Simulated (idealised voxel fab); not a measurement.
process module | voxel fin reveal
cross-section cut | 235 nm wide | cells 5 nm
A cross-section is a grid of square cells, given in bands from the top down. A band is one or more rows of cells.
Each band's line starts with the height of the band's top and of its bottom, in nm. Then come its materials from left to right, each with its width in nm. One material with "throughout" fills the band from edge to edge. "air" is empty space.
Height 0 is the level under which the wafer as received is all one material. The lowest band goes on downwards, as in "0 down".
A width such as "30 to 40" changes by the same amount from each row of cells to the next, from the band's top row to its bottom row.
"no change" after a step means that no cell of the cross-section changed.
closed voids: empty space of 8 cells or more with no open way to the top, each as width x height at its distance from the left edge, in nm
after a step's settings: what the simulator itself notes on the step
overlay nm, on a step with a mask: how far to the right of its planned place the mask lay; to the left if negative
plan
1 op RECEIVE | material Si
2 op CONFORMAL_DEP | material SiN | thk nm 5
3 op PATTERN | tone cover | mask id FINS | material resist | width nm 15 | pitch nm 35 | thk nm 15 | overlay nm 0
4 op DIRECTIONAL_ETCH | etch materials SiN | depth nm 5
5 op DIRECTIONAL_ETCH | etch materials Si | depth nm 30
6 op STRIP | etch materials resist
7 op OXIDIZE | depth nm 5
8 op FILL_DEP | material SiO2 | thk nm 10
9 op CMP | height nm 5
10 op SELECTIVE_ETCH | etch materials SiO2 | depth nm 15
11 op STRIP | etch materials SiN
12 op CONFORMAL_DEP | material SiO2 | thk nm 5
as received, after step 1
  0 down: Si throughout
  closed voids: none
first wafer at the end, as planned
  5 to 0: air 90 | SiO2 15 | air 20 | SiO2 15 | air 95
  0 to -5: air 90 | SiO2 5 | Si 5 | SiO2 5 | air 20 | SiO2 5 | Si 5 | SiO2 5 | air 95
  -5 to -35: SiO2 95 | Si 5 | SiO2 30 | Si 5 | SiO2 100
  -35 down: Si throughout
  closed voids: none
second wafer at the end: like start, like plan, one mistake
  5 to 0: SiO2 90 | air 15 | SiO2 20 | air 15 | SiO2 95
  0 to -5: Si 85 | SiO2 5 | air 15 | SiO2 5 | Si 10 | SiO2 5 | air 15 | SiO2 5 | Si 90
  -5 to -35: Si 85 | SiO2 25 | Si 10 | SiO2 25 | Si 90
  -35 down: Si throughout
  closed voids: none
what went wrong: step 3 ran as: op PATTERN | tone open | mask id FINS | material resist | width nm 15 | pitch nm 35 | thk nm 15 | overlay nm 0
at the end the second wafer has, in cells: 245 more of Si | 175 fewer of SiO2
